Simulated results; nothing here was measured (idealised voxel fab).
The following is a process module called voxel trench capacitor.
Cross-sectional view cut (width: 275 nm; square cell size: 5 nm).
For the purposes of this document, a cross-section shall be understood as a grid of square cells, specified as bands listed in top-to-bottom order, each band consisting of one or more rows of cells. The entry gives the band's vertical extent as a top height and a bottom height in nm, then its horizontal make-up as materials from left to right, each with a width in nm. "air" stands for empty space; a single material marked "throughout" fills the band edge to edge. For the purposes of this specification, 0 denotes the height below which the wafer in its as-received condition is composed wholly of one material, and the lowermost band, lacking a lower limit, extends downward without end, as expressed in "0 -> down". You'd read "30 to 40" like this: the band's top row of cells is as wide as the first number, its bottom row is as wide as the second, and going down, every row changes width by the same amount as the row before did. Take "nothing got changed" at face value: in the step it is given for, the cross-section changed in none of its cells. If an empty space has no open way to the top and is at least 8 cells in size, "Voids, enclosed" lists it, written width x height at distance, where distance is measured from the left edge and every value is in nm. after a step's settings: what the simulator itself notes on the step. "overlay nm" denotes, for a step that has a mask, the displacement of the mask to the right of its planned place, with negative values corresponding to the left.
# The following list gives the planned process steps
1: RECEIVE with material Si
2: CONFORMAL_DEP with material SiN, thk nm 10
3: PATTERN with tone open, mask id TRENCH, material resist, width nm 25, pitch nm 40, thk nm 15, overlay nm 0
4: DIRECTIONAL_ETCH with etch materials SiN, depth nm 10
5: DIRECTIONAL_ETCH with etch materials Si, depth nm 40
6: STRIP with etch materials resist
7: CONFORMAL_DEP with material Al2O3, thk nm 5
8: CONFORMAL_DEP with material TiN, thk nm 5
9: FILL_DEP with material W, thk nm 10
10: CMP with height nm 10
# Cross-section of the wafer at receipt, which is the condition after step 1
* 0 -> down  Si throughout
* Voids, enclosed: none
# End-of-module cross-section of the first of two wafers, processed as planned
* 10 -> 0  SiN (85) | Al2O3 (5) | TiN (5) | W (5) | TiN (5) | Al2O3 (5) | SiN (15) | Al2O3 (5) | TiN (5) | W (5) | TiN (5) | Al2O3 (5) | SiN (15) | Al2O3 (5) | TiN (5) | W (5) | TiN (5) | Al2O3 (5) | SiN (85)
* 0 -> -30  Si (85) | Al2O3 (5) | TiN (5) | W (5) | TiN (5) | Al2O3 (5) | Si (15) | Al2O3 (5) | TiN (5) | W (5) | TiN (5) | Al2O3 (5) | Si (15) | Al2O3 (5) | TiN (5) | W (5) | TiN (5) | Al2O3 (5) | Si (85)
* -30 -> -35  Si (85) | Al2O3 (5) | TiN (15) | Al2O3 (5) | Si (15) | Al2O3 (5) | TiN (15) | Al2O3 (5) | Si (15) | Al2O3 (5) | TiN (15) | Al2O3 (5) | Si (85)
* -35 -> -40  Si (85) | Al2O3 (25) | Si (15) | Al2O3 (25) | Si (15) | Al2O3 (25) | Si (85)
* -40 -> down  Si throughout
* Voids, enclosed: none
# Here's the second of our two wafers sectioned at module end. Same start as the first, same plan, but one mistake got made running it
* 10 -> 0  SiN (90) | Al2O3 (5) | TiN (5) | W (5) | TiN (5) | Al2O3 (5) | SiN (15) | Al2O3 (5) | TiN (5) | W (5) | TiN (5) | Al2O3 (5) | SiN (15) | Al2O3 (5) | TiN (5) | W (5) | TiN (5) | Al2O3 (5) | SiN (80)
* 0 -> -30  Si (90) | Al2O3 (5) | TiN (5) | W (5) | TiN (5) | Al2O3 (5) | Si (15) | Al2O3 (5) | TiN (5) | W (5) | TiN (5) | Al2O3 (5) | Si (15) | Al2O3 (5) | TiN (5) | W (5) | TiN (5) | Al2O3 (5) | Si (80)
* -30 -> -35  Si (90) | Al2O3 (5) | TiN (15) | Al2O3 (5) | Si (15) | Al2O3 (5) | TiN (15) | Al2O3 (5) | Si (15) | Al2O3 (5) | TiN (15) | Al2O3 (5) | Si (80)
* -35 -> -40  Si (90) | Al2O3 (25) | Si (15) | Al2O3 (25) | Si (15) | Al2O3 (25) | Si (80)
* -40 -> down  Si throughout
* Voids, enclosed: none
Diagnosis: step 3 off recipe, ran as PATTERN with tone open, mask id TRENCH, material resist, width nm 25, pitch nm 40, thk nm 15, overlay nm 5
At the end, each material covers as many cells on the second wafer as it does on the first, though the cells it covers are elsewhere.
